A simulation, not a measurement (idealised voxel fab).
The process module presented herein is designated voxel transistor to metal.
Square cell edge 5 nm, section width 215 nm, ID cut.
For the purposes of this document, a cross-section shall be understood as a grid of square cells, specified as bands listed in top-to-bottom order, each band consisting of one or more rows of cells. Heads up on the band format: heights come first, top then bottom, in nm. After that it's the materials left to right, each with its width in nm. A single material flagged "edge to edge" fills the whole band edge to edge, and "blank" means there's empty space there. Heights from 0 (as-received wafer is one material below). Bottom band endless downward, as "0 and below". A width such as "30->40" changes by the same amount from each row of cells to the next, from the band's top row to its bottom row. What does "no change" mean for a step? It means no cell of the cross-section changed in that step. The entry titled "Closed void entries" provides the empty spaces that have no open way to the top, restricted to those of 8 cells or more. Each is presented as width x height at distance, the distance being measured from the left edge, with all three in nm. Whatever follows a step's settings on its line is a remark the simulator itself makes about that step. overlay nm: mask offset rightward from planned place, masked step; negative means leftward offset.

STEPS IN THE PROCESS PLAN
step 1: op RECEIVE | material Si
step 2: op OXIDIZE | depth nm 5
step 3: op CONFORMAL_DEP | material SiN | thk nm 10
step 4: op DIRECTIONAL_DEP | material aC | thk nm 15
step 5: op PATTERN | tone cover | mask id ACTIVE | material resist | width nm 115 | thk nm 30 | overlay nm 0
step 6: op DIRECTIONAL_ETCH | etch materials aC | depth nm 15
step 7: op STRIP | etch materials resist
step 8: op DIRECTIONAL_ETCH | etch materials SiN | depth nm 10
step 9: op DIRECTIONAL_ETCH | etch materials SiO2 | depth nm 5
step 10: op DIRECTIONAL_ETCH | etch materials Si | depth nm 25
step 11: op STRIP | etch materials aC
step 12: op FILL_DEP | material SiO2 | thk nm 10
step 13: op CMP | height nm 10
step 14: op SELECTIVE_ETCH | etch materials SiO2 | depth nm 10
step 15: op STRIP | etch materials SiN
step 16: op SELECTIVE_ETCH | etch materials SiO2 | depth nm 5
step 17: op OXIDIZE | depth nm 5
step 18: op DIRECTIONAL_DEP | material polySi | thk nm 25
step 19: op DIRECTIONAL_DEP | material SiCN | thk nm 15
step 20: op PATTERN | tone cover | mask id GATE | material resist | width nm 35 | thk nm 15 | overlay nm 0
step 21: op DIRECTIONAL_ETCH | etch materials SiCN | depth nm 25
step 22: op DIRECTIONAL_ETCH | etch materials polySi | depth nm 35
step 23: op STRIP | etch materials resist
step 24: op CONFORMAL_DEP | material SiO2 | thk nm 5
step 25: op DIRECTIONAL_ETCH | etch materials SiO2 | depth nm 5
step 26: op CONFORMAL_DEP | material SiN | thk nm 5
step 27: op DIRECTIONAL_ETCH | etch materials SiN | depth nm 5
step 28: op DIRECTIONAL_ETCH | etch materials SiO2 | depth nm 5
step 29: op EPI | material pSi | thk nm 5
step 30: op FILL_DEP | material SiO2 | thk nm 10
step 31: op CMP | height nm 20
step 32: op STRIP | etch materials polySi
step 33: op SELECTIVE_ETCH | etch materials SiO2 | depth nm 5
step 34: op CONFORMAL_DEP | material HfO2 | thk nm 5
step 35: op CONFORMAL_DEP | material TiN | thk nm 5
step 36: op FILL_DEP | material W | thk nm 10
step 37: op CMP | height nm 15
step 38: op DIRECTIONAL_DEP | material SiO2 | thk nm 15
step 39: op MASKED_ETCH | tone open | mask id CONTACT | width nm 15 | pitch nm 80 | etch materials SiO2 | depth nm 35 | overlay nm 0
step 40: op CONFORMAL_DEP | material TiN | thk nm 5
step 41: op FILL_DEP | material W | thk nm 5
step 42: op CMP | height nm 30
step 43: op CONFORMAL_DEP | material SiCN | thk nm 5
step 44: op DIRECTIONAL_DEP | material SiO2 | thk nm 20
step 45: op PATTERN | tone open | mask id METAL_1 | material resist | width nm 15 | pitch nm 80 | thk nm 15 | overlay nm 0
step 46: op DIRECTIONAL_ETCH | etch materials SiO2 | depth nm 20
step 47: op DIRECTIONAL_ETCH | etch materials SiCN | depth nm 5
step 48: op STRIP | etch materials resist
step 49: op CONFORMAL_DEP | material TiN | thk nm 5
step 50: op FILL_DEP | material Cu | thk nm 10
step 51: op CMP | height nm 55
step 52: op EPI | material Ru | thk nm 5
step 53: op FILL_DEP | material SiCN | thk nm 5

AS-RECEIVED STATE OF THE WAFER IN CROSS-SECTION, EQUIVALENT TO POST-STEP 1
> 0 and below | Si edge to edge
> Closed void entries: none

END-OF-MODULE CROSS-SECTION OF THE FIRST OF TWO WAFERS, PROCESSED AS PLANNED
> 65 down to 60 | SiCN edge to edge
> 60 down to 55 | 55 SiCN | 25 Ru | 55 SiCN | 25 Ru | 55 SiCN
> 55 down to 35 | 60 SiO2 | 5 TiN | 5 Cu | 5 TiN | 65 SiO2 | 5 TiN | 5 Cu | 5 TiN | 60 SiO2
> 35 down to 30 | 60 SiCN | 15 TiN | 65 SiCN | 15 TiN | 60 SiCN
> 30 down to 15 | 60 SiO2 | 5 TiN | 5 W | 5 TiN | 65 SiO2 | 5 TiN | 5 W | 5 TiN | 60 SiO2
> 15 down to 0 | 60 SiO2 | 5 TiN | 5 W | 5 TiN | 5 SiO2 | 5 SiN | 5 HfO2 | 5 TiN | 25 W | 5 TiN | 5 HfO2 | 5 SiN | 5 SiO2 | 5 TiN | 5 W | 5 TiN | 60 SiO2
> 0 down to -5 | 60 SiO2 | 15 TiN | 5 SiO2 | 5 SiN | 5 HfO2 | 35 TiN | 5 HfO2 | 5 SiN | 5 SiO2 | 15 TiN | 60 SiO2
> -5 down to -10 | 45 SiO2 | 35 pSi | 5 SiO2 | 45 HfO2 | 5 SiO2 | 35 pSi | 45 SiO2
> -10 down to -30 | 50 SiO2 | 115 Si | 50 SiO2
> -30 and below | Si edge to edge
> Closed void entries: none

SAME START, SAME PLAN AS THE FIRST WAFER - BUT ONE MISTAKE IN THE RUN. CROSS-SECTION OF THE SECOND OF THE TWO AT THE END OF THE MODULE
> 65 down to 60 | SiCN edge to edge
> 60 down to 55 | 55 SiCN | 25 Ru | 55 SiCN | 25 Ru | 55 SiCN
> 55 down to 35 | 60 SiO2 | 5 TiN | 5 Cu | 5 TiN | 65 SiO2 | 5 TiN | 5 Cu | 5 TiN | 60 SiO2
> 35 down to 30 | 60 SiCN | 15 TiN | 65 SiCN | 15 TiN | 60 SiCN
> 30 down to 15 | 60 SiO2 | 5 TiN | 5 W | 5 TiN | 65 SiO2 | 5 TiN | 5 W | 5 TiN | 60 SiO2
> 15 down to 0 | 60 SiO2 | 5 TiN | 5 W | 5 TiN | 5 SiO2 | 5 SiN | 5 TiN | 5 HfO2 | 25 W | 5 HfO2 | 5 TiN | 5 SiN | 5 SiO2 | 5 TiN | 5 W | 5 TiN | 60 SiO2
> 0 down to -5 | 60 SiO2 | 15 TiN | 5 SiO2 | 5 SiN | 5 TiN | 35 HfO2 | 5 TiN | 5 SiN | 5 SiO2 | 15 TiN | 60 SiO2
> -5 down to -10 | 45 SiO2 | 35 pSi | 5 SiO2 | 45 TiN | 5 SiO2 | 35 pSi | 45 SiO2
> -10 down to -30 | 50 SiO2 | 115 Si | 50 SiO2
> -30 and below | Si edge to edge
> Closed void entries: none
Which mistake was made when the wafer was run? step 35 occupied the plan position of step 34, and the converse holds as well
Final cells, second wafer relative to first, materials higher or lower: -4 HfO2 | +4 TiN
